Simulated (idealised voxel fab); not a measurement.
Module name: voxel double patterning (process module)
Pictured: cross-section cut, 155 nm wide, on a grid of 5 nm square cells.
A cross-section in this document is a grid of square cells, and it is written down as bands, the top band listed before the ones below it; a band is made up of one or more rows of cells.
Heads up on the band format: heights come first, top then bottom, in nm. After that it's the materials left to right, each with its width in nm. A single material flagged "all across" fills the whole band edge to edge, and "air" means there's empty space there.
Where do heights start? At 0: under that level the wafer as delivered is made of one material only. And the lowest band has no floor; it just carries on downward, as in "0 -> down".
Width spec "30->40" -> top row of cells at first value, bottom row at second value, equal per-row change in between.
"left unchanged" for a step: no cell of the cross-section changed in that step.
Look at "Unvented cavities" for the closed voids: empty spaces with no open path to the top, sized 8 cells or up. Each is width x height at distance, distance from the left edge, all nm.
Text after the settings on a step's line: the simulator's own remark on that step.
"overlay nm", when on a step's line for a step with a mask, measures how far to the right of its planned place the mask lay; a negative measure means to the left.
# So here's the lineup of process steps we planned
1) RECEIVE | material Si
2) CONFORMAL_DEP | material SiO2 | thk nm 10
3) DIRECTIONAL_DEP | material TiN | thk nm 15
4) DIRECTIONAL_DEP | material SiCN | thk nm 10
5) DIRECTIONAL_DEP | material aC | thk nm 15
6) PATTERN | tone open | mask id FIRST | material resist | width nm 15 | pitch nm 50 | thk nm 35 | overlay nm 0
7) DIRECTIONAL_ETCH | etch materials aC | depth nm 15
8) STRIP | etch materials resist
9) DIRECTIONAL_ETCH | etch materials SiCN | depth nm 10
10) STRIP | etch materials aC
11) MASKED_ETCH | tone open | mask id SECOND | width nm 15 | pitch nm 50 | etch materials SiCN | depth nm 10 | overlay nm 0
12) DIRECTIONAL_ETCH | etch materials TiN | depth nm 15
13) STRIP | etch materials SiCN
# Incoming wafer, cross-sectional view, post step 1
	0 -> down: Si all across
	Unvented cavities: none
# First wafer of two, sectioned at end of module; run went per plan
	25 -> 10: TiN (20) | air (15) | TiN (10) | air (15) | TiN (10) | air (15) | TiN (10) | air (15) | TiN (10) | air (15) | TiN (20)
	10 -> 0: SiO2 all across
	0 -> down: Si all across
	Unvented cavities: none
# Now the second wafer, cross-sectioned at the end of the module. Nothing different at the start, nothing different in the plan compared with the first, just one mistake when it was actually run
	25 -> 10: air (45) | TiN (15) | air (35) | TiN (15) | air (45)
	10 -> 0: SiO2 all across
	0 -> down: Si all across
	Unvented cavities: none
Want to know what went wrong? step 11 deviated from plan and actually ran as MASKED_ETCH | tone cover | mask id SECOND | width nm 15 | pitch nm 50 | etch materials SiCN | depth nm 10 | overlay nm 0
Heads up, by the end the second wafer has more or fewer cells of some materials compared to the first: -30 TiN
